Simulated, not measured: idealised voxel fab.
The following is a process module called voxel ribs on slabs.
For reference, the cross-section in this document is cut, with width 300 nm and square cells of 5 nm.
Cross-section spec: square-cell grid; bands listed top down; each band is one or more rows.
Quick guide to a band line: top height, bottom height (nm) up front; then every material left to right with its width in nm. Only one material and it's marked "throughout"? Then it fills the band edge to edge. And "empty" just means empty space.
Heights are reckoned from 0. Under this level, the received wafer is all of one material. The bottommost band is open-ended downward, for example "0..down".
A two-number width, for instance "30 to 40", indicates that the width is equal to the first number in the top row of the band and to the second number in the bottom row, and that it changes by a constant amount per row of cells.
Key: "stayed the same" - step with no changed cell in the cross-section.
Empty spaces without an open route to the top, at least 8 cells in extent, make up the entry "Sealed void list"; each is given as width x height at distance, where the distance is measured from the left edge, and all are in nm.
Read whatever lies past the settings on a step's line as the simulator's own remark about the step.
overlay nm: step with mask; distance mask lay right of planned place; negative value = left of planned place.

PLANNED PROCESS STEPS
1) RECEIVE: material Si
2) DIRECTIONAL_DEP: material SiO2, thk nm 25
3) DIRECTIONAL_DEP: material polySi, thk nm 20
4) PATTERN: tone cover, mask id RIB, material resist, width nm 30, thk nm 15, overlay nm 0
5) DIRECTIONAL_ETCH: etch materials polySi, depth nm 15
6) STRIP: etch materials resist
7) PATTERN: tone cover, mask id SLAB, material resist, width nm 90, thk nm 20, overlay nm 0
8) DIRECTIONAL_ETCH: etch materials polySi, depth nm 5
9) STRIP: etch materials resist
10) FILL_DEP: material SiO2, thk nm 20
11) CMP: height nm 60
12) DIRECTIONAL_DEP: material W, thk nm 5
13) PATTERN: tone cover, mask id HEATER, material resist, width nm 40, thk nm 20, overlay nm 0
14) DIRECTIONAL_ETCH: etch materials W, depth nm 5
15) STRIP: etch materials resist
16) CONFORMAL_DEP: material SiN, thk nm 5

CROSS-SECTION OF THE WAFER UPON ARRIVAL, REPRESENTING THE STATE REACHED AFTER STEP 1
* 0..down: Si throughout
* Sealed void list: none

END-OF-MODULE CROSS-SECTION OF THE FIRST OF TWO WAFERS, PROCESSED AS PLANNED
* 70..65: 125 empty  50 SiN  125 empty
* 65..60: 130 SiN  40 W  130 SiN
* 60..45: SiO2 throughout
* 45..30: 135 SiO2  30 polySi  135 SiO2
* 30..25: 105 SiO2  90 polySi  105 SiO2
* 25..0: SiO2 throughout
* 0..down: Si throughout
* Sealed void list: none

PRESENTED HERE IS A CROSS-SECTION OF THE SECOND OF THE TWO WAFERS AS IT STOOD AT THE END OF THE MODULE. IT WAS STARTED IN THE SAME MANNER AND ASSIGNED THE SAME PLAN AS THE FIRST WAFER; HOWEVER, ONE MISTAKE WAS MADE IN ITS EXECUTION
* 70..65: 125 empty  50 SiN  125 empty
* 65..60: 130 SiN  40 W  130 SiN
* 60..40: SiO2 throughout
* 40..30: 135 SiO2  30 polySi  135 SiO2
* 30..25: 105 polySi  30 SiO2  30 polySi  30 SiO2  105 polySi
* 25..0: SiO2 throughout
* 0..down: Si throughout
* Sealed void list: none
Plan not followed: step 7 was run on a setting that differed from the plan, and what really ran there is PATTERN: tone open, mask id SLAB, material resist, width nm 90, thk nm 20, overlay nm 0
Looking at both finished wafers in cells, the second ends up ahead of or behind the first on some materials: SiO2: 24 fewer; polySi: 24 more
